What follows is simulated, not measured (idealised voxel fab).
Process module heading - voxel spacer lines
cross-section cut | 220 nm wide | cells 5 nm
Reading order for cross-sections: top band down to bottom band. Underlying form: a grid of square cells. Band size: one or more rows of cells. Quick guide to a band line: top height, bottom height (nm) up front; then every material left to right with its width in nm. Only one material and it's marked "edge to edge"? Then it fills the band edge to edge. And "air" just means empty space. Height datum 0, below which the as-received substrate wafer is one material. Lowest band open at the bottom, running downward: "0 nm and below". Top row gets the first number, bottom row gets the second, and each row in between changes by the same step: that is how a band width like "30->40" works. Any step labelled "identical to before" changed none of the cells in the cross-section. Closed empty spaces (no open way to the top) of 8 cells or more are what "Fully sealed voids" lists, each as width x height at distance from the left edge, nm for all three. Post-settings text on a step line: simulator's own remark regarding the step. What "overlay nm" on a step's line means: if the step has a mask, that mask lay this far to the right of its planned place, or, when the value is negative, to the left. Each pair of cross-sections that follows straddles one process step: the one shows the state before the step, the other the state after it, down to the lowest band that changed and no further. The step in question, and its settings, are given under the pair. Note that a pair is not necessarily a continuation of the pair above it, since pairs can come from different runs of this module on the same starting wafer; it is a continuation only where its entry headed "Incoming structure" says so.
## Incoming structure
95 nm to 55 nm  15 nm air, 25 nm resist, 55 nm air, 25 nm resist, 55 nm air, 25 nm resist, 20 nm air
55 nm to 25 nm  aC edge to edge
25 nm to 10 nm  SiO2 edge to edge
10 nm to 0 nm  Al2O3 edge to edge
0 nm and below  Si edge to edge
Fully sealed voids: none
## Cross-Section After Step
65 nm to 55 nm  15 nm air, 25 nm resist, 55 nm air, 25 nm resist, 55 nm air, 25 nm resist, 20 nm air
55 nm to 25 nm  15 nm air, 25 nm aC, 55 nm air, 25 nm aC, 55 nm air, 25 nm aC, 20 nm air
All layers under 25 are left as they were.
Fully sealed voids: none
Step linking the sections shown: DIRECTIONAL_ETCH: etch materials aC, depth nm 30
Incoming structure: This step starts from the configuration shown after the step in the pair immediately above.
## Cross-Section After Step
55 nm to 25 nm  15 nm air, 25 nm aC, 55 nm air, 25 nm aC, 55 nm air, 25 nm aC, 20 nm air
All layers under 25 are left as they were.
Fully sealed voids: none
Step linking the sections shown: STRIP: etch materials resist
Incoming structure: This step starts from the configuration shown after the step in the pair immediately above.
## Cross-Section After Step
70 nm to 55 nm  55 nm SiN, 25 nm air, 55 nm SiN, 25 nm air, 55 nm SiN, 5 nm air
55 nm to 40 nm  15 nm SiN, 25 nm aC, 15 nm SiN, 25 nm air, 15 nm SiN, 25 nm aC, 15 nm SiN, 25 nm air, 15 nm SiN, 25 nm aC, 15 nm SiN, 5 nm air
40 nm to 25 nm  15 nm SiN, 25 nm aC, 55 nm SiN, 25 nm aC, 55 nm SiN, 25 nm aC, 20 nm SiN
All layers under 25 are left as they were.
Fully sealed voids: none
Step linking the sections shown: CONFORMAL_DEP: material SiN, thk nm 15
Incoming structure: This step starts from the configuration shown after the step in the pair immediately above.
## Cross-Section After Step
55 nm to 25 nm  15 nm SiN, 25 nm aC, 15 nm SiN, 25 nm air, 15 nm SiN, 25 nm aC, 15 nm SiN, 25 nm air, 15 nm SiN, 25 nm aC, 15 nm SiN, 5 nm air
All layers under 25 are left as they were.
Fully sealed voids: none
Step linking the sections shown: DIRECTIONAL_ETCH: etch materials SiN, depth nm 15
Incoming structure: This step starts from the configuration shown after the step in the pair immediately above.
## Cross-Section After Step
55 nm to 25 nm  15 nm SiN, 25 nm air, 15 nm SiN, 25 nm air, 15 nm SiN, 25 nm air, 15 nm SiN, 25 nm air, 15 nm SiN, 25 nm air, 15 nm SiN, 5 nm air
All layers under 25 are left as they were.
Fully sealed voids: none
Step linking the sections shown: STRIP: etch materials aC
Incoming structure: This step starts from the configuration shown after the step in the pair immediately above.
## Cross-Section After Step
25 nm to 10 nm  SiO2 edge to edge
All layers under 10 are left as they were.
Fully sealed voids: none
Step linking the sections shown: STRIP: etch materials SiN
Incoming structure: This step starts from the configuration shown after the step in the pair immediately above.
## Cross-Section After Step
35 nm to 10 nm  SiO2 edge to edge
All layers under 10 are left as they were.
Fully sealed voids: none
Step linking the sections shown: FILL_DEP: material SiO2, thk nm 10
Incoming structure: This step starts from the configuration shown after the step in the pair immediately above.
## Cross-Section After Step
25 nm to 10 nm  SiO2 edge to edge
All layers under 10 are left as they were.
Fully sealed voids: none
Step linking the sections shown: CMP: height nm 25
